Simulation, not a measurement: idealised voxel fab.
Module name: voxel gate over fins (process module)
It is cross-section cut that appears here, measuring 225 nm in width, its square cells being 5 nm in size.
A cross-section is written here as square cells arranged in a grid, and it is given in bands from the top down, each band taking up one or more rows of cells.
It is stipulated that each band's entry specify, in nanometres, the height of the top of the band and then that of its bottom, followed by the materials of the band in left-to-right sequence, each together with its width in nanometres. A single material marked by the word "edge to edge" is understood to fill the band from edge to edge; the word "air" is understood to denote empty space.
Where do heights start? At 0: under that level the wafer as delivered is made of one material only. And the lowest band has no floor; it just carries on downward, as in "top 0, no bottom".
So if you see something like "30->40" for the width, read it as the top row of the band sitting at the first number and the bottom row at the second, with every row in between moving by the same amount as the last.
"identical to before" -> step changed no cross-section cell.
For the entry "Closed void roster", the listed items are empty spaces with no open way to the top whose size is 8 cells or more; each item follows the pattern width x height at distance, where distance is from the left edge and all three are in nm.
Step line, after settings: the simulator's comment on this step.
What "overlay nm" on a step's line means: if the step has a mask, that mask lay this far to the right of its planned place, or, when the value is negative, to the left.
The process steps that were planned are listed below:
1. RECEIVE [material Si]
2. CONFORMAL_DEP [material SiN] [thk nm 5]
3. PATTERN [tone cover] [mask id FINS] [material resist] [width nm 15] [pitch nm 40] [thk nm 15] [overlay nm 0]
4. DIRECTIONAL_ETCH [etch materials SiN] [depth nm 5]
5. DIRECTIONAL_ETCH [etch materials Si] [depth nm 40]
6. STRIP [etch materials resist]
7. OXIDIZE [depth nm 5]
8. FILL_DEP [material SiO2] [thk nm 10]
9. CMP [height nm 5]
10. SELECTIVE_ETCH [etch materials SiO2] [depth nm 15]
11. STRIP [etch materials SiN]
12. CONFORMAL_DEP [material HfO2] [thk nm 5]
13. CONFORMAL_DEP [material TiN] [thk nm 5]
14. FILL_DEP [material W] [thk nm 15]
15. CMP [height nm 20]
16. CONFORMAL_DEP [material SiCN] [thk nm 5]
Wafer as received: cross-section following step 1:
	top 0, no bottom = Si edge to edge
	Closed void roster: none
Module complete - cross-section of the first of two wafers, run according to plan:
	top 25, bottom 20 = SiCN edge to edge
	top 20, bottom 10 = W edge to edge
	top 10, bottom 5 = 40 of W  25 of TiN  15 of W  25 of TiN  15 of W  25 of TiN  15 of W  25 of TiN  40 of W
	top 5, bottom 0 = 40 of W  5 of TiN  15 of HfO2  5 of TiN  15 of W  5 of TiN  15 of HfO2  5 of TiN  15 of W  5 of TiN  15 of HfO2  5 of TiN  15 of W  5 of TiN  15 of HfO2  5 of TiN  40 of W
	top 0, bottom -5 = 45 of TiN  5 of HfO2  5 of Si  5 of HfO2  25 of TiN  5 of HfO2  5 of Si  5 of HfO2  25 of TiN  5 of HfO2  5 of Si  5 of HfO2  25 of TiN  5 of HfO2  5 of Si  5 of HfO2  45 of TiN
	top -5, bottom -10 = 50 of HfO2  5 of Si  35 of HfO2  5 of Si  35 of HfO2  5 of Si  35 of HfO2  5 of Si  50 of HfO2
	top -10, bottom -45 = 50 of SiO2  5 of Si  35 of SiO2  5 of Si  35 of SiO2  5 of Si  35 of SiO2  5 of Si  50 of SiO2
	top -45, no bottom = Si edge to edge
	Closed void roster: none
This cross-section belongs to the second wafer of two at the end of the module; the start and the plan were shared with the first, and the run included one mistake:
	top 25, bottom 20 = SiCN edge to edge
	top 20, bottom 10 = W edge to edge
	top 10, bottom 5 = 40 of W  30 of TiN  10 of W  30 of TiN  10 of W  30 of TiN  10 of W  30 of TiN  35 of W
	top 5, bottom 0 = 40 of W  5 of TiN  20 of HfO2  5 of TiN  10 of W  5 of TiN  20 of HfO2  5 of TiN  10 of W  5 of TiN  20 of HfO2  5 of TiN  10 of W  5 of TiN  20 of HfO2  5 of TiN  35 of W
	top 0, bottom -5 = 45 of TiN  5 of HfO2  10 of Si  5 of HfO2  20 of TiN  5 of HfO2  10 of Si  5 of HfO2  20 of TiN  5 of HfO2  10 of Si  5 of HfO2  20 of TiN  5 of HfO2  10 of Si  5 of HfO2  40 of TiN
	top -5, bottom -10 = 50 of HfO2  10 of Si  30 of HfO2  10 of Si  30 of HfO2  10 of Si  30 of HfO2  10 of Si  45 of HfO2
	top -10, bottom -45 = 50 of SiO2  10 of Si  30 of SiO2  10 of Si  30 of SiO2  10 of Si  30 of SiO2  10 of Si  45 of SiO2
	top -45, no bottom = Si edge to edge
	Closed void roster: none
Deviation from plan: contrary to plan, step 3 was performed as PATTERN [tone cover] [mask id FINS] [material resist] [width nm 20] [pitch nm 40] [thk nm 15] [overlay nm 0]
The closing comparison, in cells, has the second wafer with more or fewer of some materials than the first: Si: 36 more, SiO2: 28 fewer, W: 8 fewer
